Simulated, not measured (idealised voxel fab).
Process module in this document: voxel tone inversion
It is cross-section cut that appears here, measuring 250 nm in width, its square cells being 5 nm in size.
We lay out every cross-section as a grid of square cells and spell it out in bands from the top down, where one band means one or more rows of cells. Basically the band line says how high the top is and how high the bottom is, in nm, and then what's in it from left to right, every material with its width in nm. Empty space shows up as "blank", and if a single material carries "all across" it runs the full band edge to edge. Note: height 0 marks the level under which the wafer is uniformly one material as received. Lowest band unbounded below, written "0 nm and below". Read "30->40" as a graded width: first number on top, second number at the bottom, same change between each pair of neighbouring rows. It should be understood that the words "nothing changed", when stated for a given step, signify that the cross-section underwent no change in any of its cells during that step. Any empty space of 8 cells or more lacking an open way to the top shows up in "Closed void roster" as width x height at distance, distance from the left edge, in nm. If you see something after the settings on a step's line, that's the simulator's own remark about that step. If you see "overlay nm" on a step's line and that step has a mask, it's telling you how far right of where it was planned the mask ended up; a negative number means it went left instead.

### Listed below are the process steps as planned
1. RECEIVE: material Si
2. CONFORMAL_DEP: material SiCN, thk nm 5
3. DIRECTIONAL_DEP: material aC, thk nm 20
4. PATTERN: tone cover, mask id POSTS, material resist, width nm 15, pitch nm 35, thk nm 30, overlay nm 0
5. DIRECTIONAL_ETCH: etch materials aC, depth nm 20
6. STRIP: etch materials resist
7. FILL_DEP: material lowk, thk nm 10
8. CMP: height nm 25
9. STRIP: etch materials aC
10. CONFORMAL_DEP: material TiN, thk nm 5
11. FILL_DEP: material W, thk nm 5
12. CMP: height nm 25
13. CONFORMAL_DEP: material SiN, thk nm 5
The value of thk nm given for step 10 in the plan refers to the first wafer; the wafers vary in this setting and are alike at the start.

### First of several wafers (as received, post step 1), cross-sectional view
  0 nm and below | Si all across
  Closed void roster: none

### The cross-section of the first of several wafers is given below for the end of the module, after its final step, step 13
  30 nm to 25 nm | SiN all across
  25 nm to 10 nm | 65 nm lowk, 5 nm TiN, 5 nm W, 5 nm TiN, 20 nm lowk, 5 nm TiN, 5 nm W, 5 nm TiN, 20 nm lowk, 5 nm TiN, 5 nm W, 5 nm TiN, 20 nm lowk, 5 nm TiN, 5 nm W, 5 nm TiN, 65 nm lowk
  10 nm to 5 nm | 65 nm lowk, 15 nm TiN, 20 nm lowk, 15 nm TiN, 20 nm lowk, 15 nm TiN, 20 nm lowk, 15 nm TiN, 65 nm lowk
  5 nm to 0 nm | SiCN all across
  0 nm and below | Si all across
  Closed void roster: none

### Cross-section of the final wafer among several, taken at the end of the module
  30 nm to 25 nm | SiN all across
  25 nm to 5 nm | 65 nm lowk, 15 nm TiN, 20 nm lowk, 15 nm TiN, 20 nm lowk, 15 nm TiN, 20 nm lowk, 15 nm TiN, 65 nm lowk
  5 nm to 0 nm | SiCN all across
  0 nm and below | Si all across
  Closed void roster: none

### Below is a per-wafer table. In it, each row describes the wafer at the end of the module by giving, for each material, the number of cells gained (+) or lost (-) since the wafer was received, and after that the closed voids of the wafer
thk nm 5; +50 SiCN; +50 SiN; +36 TiN; +12 W; +152 lowk; Closed void roster: none
thk nm 10; +50 SiCN; +50 SiN; +48 TiN; +152 lowk; Closed void roster: none
thk nm 15; +50 SiCN; +50 SiN; +48 TiN; +152 lowk; Closed void roster: none
thk nm 20; +50 SiCN; +50 SiN; +48 TiN; +152 lowk; Closed void roster: none
